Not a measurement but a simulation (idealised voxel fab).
process module | voxel capacitor over wiring
cross-section cut | 170 nm wide | cells 5 nm
A cross-section is a grid of square cells, given in bands from the top down. A band is one or more rows of cells.
Each band's line starts with the height of the band's top and of its bottom, in nm. Then come its materials from left to right, each with its width in nm. One material with "throughout" fills the band from edge to edge. "air" is empty space.
Height 0 is the level under which the wafer as received is all one material. The lowest band goes on downwards, as in "0 down".
A width such as "30 to 40" changes by the same amount from each row of cells to the next, from the band's top row to its bottom row.
"no change" after a step means that no cell of the cross-section changed.
closed voids: empty space of 8 cells or more with no open way to the top, each as width x height at its distance from the left edge, in nm
after a step's settings: what the simulator itself notes on the step
overlay nm, on a step with a mask: how far to the right of its planned place the mask lay; to the left if negative
plan
1 op RECEIVE | material Si
2 op CONFORMAL_DEP | material SiO2 | thk nm 15
3 op DIRECTIONAL_DEP | material TiN | thk nm 5
4 op DIRECTIONAL_DEP | material W | thk nm 20
5 op PATTERN | tone cover | mask id METAL_1 | material resist | width nm 20 | pitch nm 75 | thk nm 15 | overlay nm 0
6 op DIRECTIONAL_ETCH | etch materials W | depth nm 20
7 op DIRECTIONAL_ETCH | etch materials TiN | depth nm 5
8 op STRIP | etch materials resist
9 op CONFORMAL_DEP | material SiCN | thk nm 5
10 op FILL_DEP | material lowk | thk nm 10
11 op CMP | height nm 40
12 op CONFORMAL_DEP | material SiCN | thk nm 5
13 op DIRECTIONAL_DEP | material lowk | thk nm 20
14 op MASKED_ETCH | tone open | mask id PLUG_1 | width nm 15 | etch materials lowk | depth nm 20 | overlay nm 0
15 op MASKED_ETCH | tone open | mask id PLUG_1 | width nm 15 | etch materials SiCN | depth nm 5 | overlay nm 0
16 op EPI | material Ru | thk nm 10
17 op EPI | material Ru | thk nm 10
18 op EPI | material Ru | thk nm 5
19 op DIRECTIONAL_DEP | material TiN | thk nm 10
20 op DIRECTIONAL_DEP | material SiN | thk nm 5
21 op DIRECTIONAL_DEP | material TiN | thk nm 5
22 op DIRECTIONAL_DEP | material aC | thk nm 15
23 op PATTERN | tone cover | mask id UPPER_PLATE | material resist | width nm 60 | thk nm 30 | overlay nm 0
24 op DIRECTIONAL_ETCH | etch materials aC | depth nm 15
25 op STRIP | etch materials resist
26 op DIRECTIONAL_ETCH | etch materials TiN | depth nm 5
27 op DIRECTIONAL_ETCH | etch materials SiN | depth nm 5
28 op STRIP | etch materials aC
29 op DIRECTIONAL_DEP | material aC | thk nm 15
30 op PATTERN | tone cover | mask id LOWER_PLATE | material resist | width nm 70 | thk nm 30 | overlay nm 0
31 op DIRECTIONAL_ETCH | etch materials aC | depth nm 15
32 op STRIP | etch materials resist
33 op DIRECTIONAL_ETCH | etch materials TiN | depth nm 10
34 op STRIP | etch materials aC
35 op FILL_DEP | material SiO2 | thk nm 20
36 op CMP | height nm 100
37 op MASKED_ETCH | tone open | mask id PLUG_2 | width nm 15 | etch materials SiO2 | depth nm 15 | overlay nm 0
38 op CONFORMAL_DEP | material TiN | thk nm 5
39 op FILL_DEP | material W | thk nm 5
40 op CMP | height nm 100
41 op CONFORMAL_DEP | material SiCN | thk nm 5
varied across the wafers: width nm of step 14. The plan shows the first wafer's value. All wafers start alike
first wafer as received, after step 1
  0 down: Si throughout
  closed voids: none
first wafer at the end, after step 41
  105 to 100: SiCN throughout
  100 to 90: SiO2 50 | TiN 5 | W 5 | TiN 5 | SiO2 105
  90 to 80: SiO2 50 to 40 | TiN 15 to 60 | SiO2 105 to 70
  80 to 75: SiO2 40 | SiN 60 | SiO2 70
  75 to 65: SiO2 35 | TiN 70 | SiO2 65
  65 to 45: lowk 40 | Ru 15 | lowk 115
  45 to 40: SiCN 40 | Ru 15 | SiCN 115
  40 to 20: lowk 30 | SiCN 5 | W 20 | SiCN 5 | lowk 45 | SiCN 5 | W 20 | SiCN 5 | lowk 35
  20 to 15: SiCN 35 | TiN 20 | SiCN 55 | TiN 20 | SiCN 40
  15 to 0: SiO2 throughout
  0 down: Si throughout
  closed voids: none
last wafer at the end
  105 to 100: SiCN throughout
  100 to 90: SiO2 50 | TiN 5 | W 5 | TiN 5 | SiO2 105
  90 to 80: SiO2 50 to 40 | TiN 15 to 60 | SiO2 105 to 70
  80 to 75: SiO2 40 | SiN 60 | SiO2 70
  75 to 65: SiO2 35 | TiN 70 | SiO2 65
  65 to 45: lowk 35 | Ru 30 | lowk 105
  45 to 40: SiCN 40 | Ru 15 | SiCN 115
  40 to 20: lowk 30 | SiCN 5 | W 20 | SiCN 5 | lowk 45 | SiCN 5 | W 20 | SiCN 5 | lowk 35
  20 to 15: SiCN 35 | TiN 20 | SiCN 55 | TiN 20 | SiCN 40
  15 to 0: SiO2 throughout
  0 down: Si throughout
  closed voids: none
each wafer at the end: cells of each material gained (+) or lost (-) since it was received, then its closed voids
width nm 15 | +15 Ru | +107 SiCN | +12 SiN | +279 SiO2 | +55 TiN | +34 W | +212 lowk | closed voids: none
width nm 20 | +19 Ru | +107 SiCN | +12 SiN | +279 SiO2 | +55 TiN | +34 W | +208 lowk | closed voids: none
width nm 25 | +23 Ru | +107 SiCN | +12 SiN | +279 SiO2 | +55 TiN | +34 W | +204 lowk | closed voids: none
width nm 30 | +27 Ru | +107 SiCN | +12 SiN | +279 SiO2 | +55 TiN | +34 W | +200 lowk | closed voids: none
